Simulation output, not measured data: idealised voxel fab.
Process module heading - voxel air gaps
In the cross-section labelled cut, the width is 235 nm and each square cell is 5 nm.
A cross-section in this document is a grid of square cells, and it is written down as bands, the top band listed before the ones below it; a band is made up of one or more rows of cells. Read a band's entry like this: the first values are the height of its top and the height of its bottom in nm, and what follows is the sequence of materials from left to right, each with its width in nm. Note that "empty" is empty space, and that a single material marked "edge to edge" reaches across the band from edge to edge. Height 0 is the level under which the wafer as received is all one material. The lowest band goes on downwards, as in "z 0 and below". Width "30 to 40": first value at the band's top row of cells, second value at its bottom row, equal change from row to row. The cross-section has no changed cell in any step marked "same as before". This entry, "Closed void table", enumerates those empty regions of no fewer than 8 cells that possess no open connection to the top. Each region is reported in the form width x height at distance, the distance being taken from the left edge, with all three quantities expressed in nm. What comes after the settings on a step's line is commentary from the simulator itself on that step. overlay nm: mask offset rightward from planned place, masked step; negative means leftward offset.
### Process steps - plan
1) RECEIVE with material Si
2) CONFORMAL_DEP with material SiO2, thk nm 15
3) CONFORMAL_DEP with material SiCN, thk nm 5
4) DIRECTIONAL_DEP with material SiO2, thk nm 35
5) DIRECTIONAL_DEP with material aC, thk nm 10
6) PATTERN with tone open, mask id LINES, material resist, width nm 25, pitch nm 50, thk nm 25, overlay nm 0
7) DIRECTIONAL_ETCH with etch materials aC, depth nm 10
8) STRIP with etch materials resist
9) DIRECTIONAL_ETCH with etch materials SiO2, depth nm 35
10) STRIP with etch materials aC
11) CONFORMAL_DEP with material TiN, thk nm 5
12) FILL_DEP with material Cu, thk nm 10
13) CMP with height nm 55
14) EPI with material Ru, thk nm 10
15) SELECTIVE_ETCH with etch materials SiO2, depth nm 45
16) CONFORMAL_DEP with material SiCN, thk nm 5
### Cross-section: wafer on arrival = after step 1
- z 0 and below: Si edge to edge
- Closed void table: none
### Here's the cross-section of the first of our two wafers at the end of the module - it ran as planned
- z 70 to 65: empty=40; SiCN=155; empty=40
- z 65 to 55: empty=40; SiCN=5; Ru=45; SiCN=5; Ru=45; SiCN=5; Ru=45; SiCN=5; empty=40
- z 55 to 50: empty=40; SiCN=15; TiN=5; Cu=15; TiN=5; SiCN=25; TiN=5; Cu=15; TiN=5; SiCN=25; TiN=5; Cu=15; TiN=5; SiCN=15; empty=40
- z 50 to 25: empty=50; SiCN=5; TiN=5; Cu=15; TiN=5; SiCN=5; empty=15; SiCN=5; TiN=5; Cu=15; TiN=5; SiCN=5; empty=15; SiCN=5; TiN=5; Cu=15; TiN=5; SiCN=5; empty=50
- z 25 to 20: SiCN=55; TiN=25; SiCN=25; TiN=25; SiCN=25; TiN=25; SiCN=55
- z 20 to 15: SiCN edge to edge
- z 15 to 0: SiO2 edge to edge
- z 0 and below: Si edge to edge
- Closed void table: 15 x 25 at 85; 15 x 25 at 135
### Wafer two, end of module, cross-section. Same start, same plan as wafer one. One mistake in the run
- z 70 to 65: empty=40; SiO2=155; empty=40
- z 65 to 55: empty=40; SiO2=5; Ru=45; SiO2=5; Ru=45; SiO2=5; Ru=45; SiO2=5; empty=40
- z 55 to 50: empty=40; SiO2=15; TiN=5; Cu=15; TiN=5; SiO2=25; TiN=5; Cu=15; TiN=5; SiO2=25; TiN=5; Cu=15; TiN=5; SiO2=15; empty=40
- z 50 to 25: empty=50; SiO2=5; TiN=5; Cu=15; TiN=5; SiO2=5; empty=15; SiO2=5; TiN=5; Cu=15; TiN=5; SiO2=5; empty=15; SiO2=5; TiN=5; Cu=15; TiN=5; SiO2=5; empty=50
- z 25 to 20: SiO2=55; TiN=25; SiO2=25; TiN=25; SiO2=25; TiN=25; SiO2=55
- z 20 to 15: SiCN edge to edge
- z 15 to 0: SiO2 edge to edge
- z 0 and below: Si edge to edge
- Closed void table: 15 x 25 at 85; 15 x 25 at 135
What went wrong in running the wafer? rather than as planned, step 16 actually ran as CONFORMAL_DEP with material SiO2, thk nm 5
Upon completion, the second wafer contains, in terms of cells, a greater or smaller amount of certain materials than the first wafer: -117 SiCN | +117 SiO2
